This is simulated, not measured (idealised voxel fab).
voxel ribs on slabs: a process module
Section cut is 225 nm wide and gridded with 5 nm square cells.
Reading order for cross-sections: top band down to bottom band. Underlying form: a grid of square cells. Band size: one or more rows of cells. Band: top and bottom heights (nm) first, top before bottom; then materials from left to right, widths in nm. "everywhere" marks a sole material filling the band edge to edge. "blank" denotes empty space. Zero point of the height axis is 0; under it, received wafer = one material. Lowest band: continues down indefinitely, "0 down". It should be noted that a width expressed as "30..40" varies in equal increments from row to row of cells within the band, taking the value of the first number at the top row and that of the second number at the bottom row. Step marked "all unchanged"? Then no cell in the cross-section changed in it. Closed empty spaces (no open way to the top) of 8 cells or more are what "Closed-off voids" lists, each as width x height at distance from the left edge, nm for all three. Heads up: the bit after the settings on a step's line is the simulator's remark on that step. For masked steps, "overlay nm" on the step line gives how far right of plan the mask actually lay; a minus sign means it lay to the left.

Set out below are the planned steps of the process:
1,RECEIVE with material Si
2,DIRECTIONAL_DEP with material SiO2, thk nm 25
3,DIRECTIONAL_DEP with material SiN, thk nm 20
4,MASKED_ETCH with tone cover, mask id RIB, width nm 30, etch materials SiN, depth nm 10, overlay nm 0
5,PATTERN with tone cover, mask id SLAB, material resist, width nm 80, thk nm 20, overlay nm 0
6,DIRECTIONAL_ETCH with etch materials SiN, depth nm 10
7,STRIP with etch materials resist
8,FILL_DEP with material SiO2, thk nm 20
9,CMP with height nm 60
10,DIRECTIONAL_DEP with material W, thk nm 10
11,DIRECTIONAL_DEP with material aC, thk nm 15
12,PATTERN with tone cover, mask id HEATER, material resist, width nm 40, thk nm 30, overlay nm 0
13,DIRECTIONAL_ETCH with etch materials aC, depth nm 15
14,STRIP with etch materials resist
15,DIRECTIONAL_ETCH with etch materials W, depth nm 10
16,STRIP with etch materials aC
17,CONFORMAL_DEP with material SiN, thk nm 5

Cross-section: wafer on arrival = after step 1:
- 0 down  Si everywhere
- Closed-off voids: none

First of two wafers at the end of the module, shown in cross-section; run carried out as planned:
- 75 to 70  blank 85; SiN 50; blank 90
- 70 to 65  blank 85; SiN 5; W 40; SiN 5; blank 90
- 65 to 60  SiN 90; W 40; SiN 95
- 60 to 45  SiO2 everywhere
- 45 to 35  SiO2 95; SiN 30; SiO2 100
- 35 to 25  SiO2 70; SiN 80; SiO2 75
- 25 to 0  SiO2 everywhere
- 0 down  Si everywhere
- Closed-off voids: none

Cross-section of the latter of the two wafers at module completion. It had an identical start and an identical plan to the former; in running it, one mistake was made:
- 75 to 70  SiN 95; blank 30; SiN 100
- 70 to 65  W 90; SiN 5; blank 30; SiN 5; W 95
- 65 to 60  W 90; SiN 40; W 95
- 60 to 45  SiO2 everywhere
- 45 to 35  SiO2 95; SiN 30; SiO2 100
- 35 to 25  SiO2 70; SiN 80; SiO2 75
- 25 to 0  SiO2 everywhere
- 0 down  Si everywhere
- Closed-off voids: none
Deviation from plan: step 12: run off-plan, actual operation and settings PATTERN with tone open, mask id HEATER, material resist, width nm 40, thk nm 30, overlay nm 0
Per the end-of-run cell counts, the second wafer holds more or fewer of some materials than the first: +58 W
